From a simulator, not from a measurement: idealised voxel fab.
Name of the process module below: voxel self aligned vias
Cross-sectional view cut (width: 210 nm; square cell size: 5 nm).
How to read a cross-section here: the picture is a grid of square cells, written as bands going from the top down, and any band can span one or more rows of cells. The band entry comprises the height of the band's top followed by the height of its bottom, expressed in nm, and subsequently the band's materials from left to right, each stated together with its width in nm. Where a single material is marked with the word "throughout", that material fills the band from edge to edge. The word "empty" represents empty space. The reference from which all heights are counted is 0, the level beneath which the as-received wafer is entirely one material; the lowest band, having no lower bound, proceeds downward and is written after the example "0 and below". Read "30 to 40" as a graded width: first number on top, second number at the bottom, same change between each pair of neighbouring rows. Where the words "no change" appear for a step, the cross-section shows no cell changed by that step; every cell remained as before. Basically, "Encapsulated voids" tells you about the enclosed voids: empty spaces with no open way to the top, 8 cells or bigger, each written width x height at distance, where distance is from the left edge, all in nm. Whatever follows a step's settings on its line is a remark the simulator itself makes about that step. When a step includes a mask, the "overlay nm" setting on its line states how far to the right of its planned place that mask lay, and negative values state how far to the left.

# Listed below are the process steps as planned
step 1: RECEIVE: material Si
step 2: CONFORMAL_DEP: material SiO2, thk nm 15
step 3: CONFORMAL_DEP: material SiCN, thk nm 5
step 4: DIRECTIONAL_DEP: material SiO2, thk nm 30
step 5: DIRECTIONAL_DEP: material aC, thk nm 15
step 6: PATTERN: tone open, mask id LINES, material resist, width nm 30, pitch nm 65, thk nm 30, overlay nm 0
step 7: DIRECTIONAL_ETCH: etch materials aC, depth nm 15
step 8: STRIP: etch materials resist
step 9: DIRECTIONAL_ETCH: etch materials SiO2, depth nm 30
step 10: STRIP: etch materials aC
step 11: CONFORMAL_DEP: material TiN, thk nm 5
step 12: FILL_DEP: material W, thk nm 10
step 13: CMP: height nm 50
step 14: SELECTIVE_ETCH: etch materials W Ru TiN, depth nm 5
step 15: FILL_DEP: material SiN, thk nm 10
step 16: CMP: height nm 50
step 17: DIRECTIONAL_DEP: material SiO2, thk nm 20
step 18: PATTERN: tone open, mask id VIAS, material resist, width nm 40, thk nm 15, overlay nm 0
step 19: DIRECTIONAL_ETCH: etch materials SiO2, depth nm 20
step 20: DIRECTIONAL_ETCH: etch materials SiN, depth nm 5
step 21: STRIP: etch materials resist
step 22: CONFORMAL_DEP: material TiN, thk nm 5
step 23: FILL_DEP: material Ru, thk nm 10
step 24: CMP: height nm 70
step 25: CONFORMAL_DEP: material SiN, thk nm 5

# Received-state cross-section, reflecting completion of step 1
    0 and below: Si throughout
    Encapsulated voids: none

# Cross-section: first of two wafers, module finished, run according to plan
    75 down to 70: SiN throughout
    70 down to 55: SiO2 50 nm | TiN 5 nm | Ru 30 nm | TiN 5 nm | SiO2 120 nm
    55 down to 50: SiO2 50 nm | TiN 10 nm | Ru 20 nm | TiN 10 nm | SiO2 120 nm
    50 down to 45: SiO2 55 nm | TiN 30 nm | SiO2 35 nm | SiN 30 nm | SiO2 60 nm
    45 down to 25: SiO2 55 nm | TiN 5 nm | W 20 nm | TiN 5 nm | SiO2 35 nm | TiN 5 nm | W 20 nm | TiN 5 nm | SiO2 60 nm
    25 down to 20: SiO2 55 nm | TiN 30 nm | SiO2 35 nm | TiN 30 nm | SiO2 60 nm
    20 down to 15: SiCN throughout
    15 down to 0: SiO2 throughout
    0 and below: Si throughout
    Encapsulated voids: none

# Second wafer through the module, sectioned at the end: same beginning and same plan as the first wafer, with one mistake in carrying it out
    75 down to 70: SiN throughout
    70 down to 50: SiO2 50 nm | TiN 5 nm | Ru 30 nm | TiN 5 nm | SiO2 120 nm
    50 down to 45: SiN 50 nm | TiN 40 nm | SiN 120 nm
    45 down to 40: W throughout
    40 down to 35: TiN 60 nm | W 20 nm | TiN 45 nm | W 20 nm | TiN 65 nm
    35 down to 10: SiO2 55 nm | TiN 5 nm | W 20 nm | TiN 5 nm | SiO2 35 nm | TiN 5 nm | W 20 nm | TiN 5 nm | SiO2 60 nm
    10 down to 5: SiO2 55 nm | TiN 30 nm | SiO2 35 nm | TiN 30 nm | SiO2 60 nm
    5 down to 0: SiCN throughout
    0 and below: Si throughout
    Encapsulated voids: none
what went wrong: plan step 2 was not performed, having been skipped
Bottom line after processing is that, in cells, the second wafer is up or down on some materials versus the first: +2 Ru | +28 SiN | -126 SiO2 | +38 TiN | +58 W
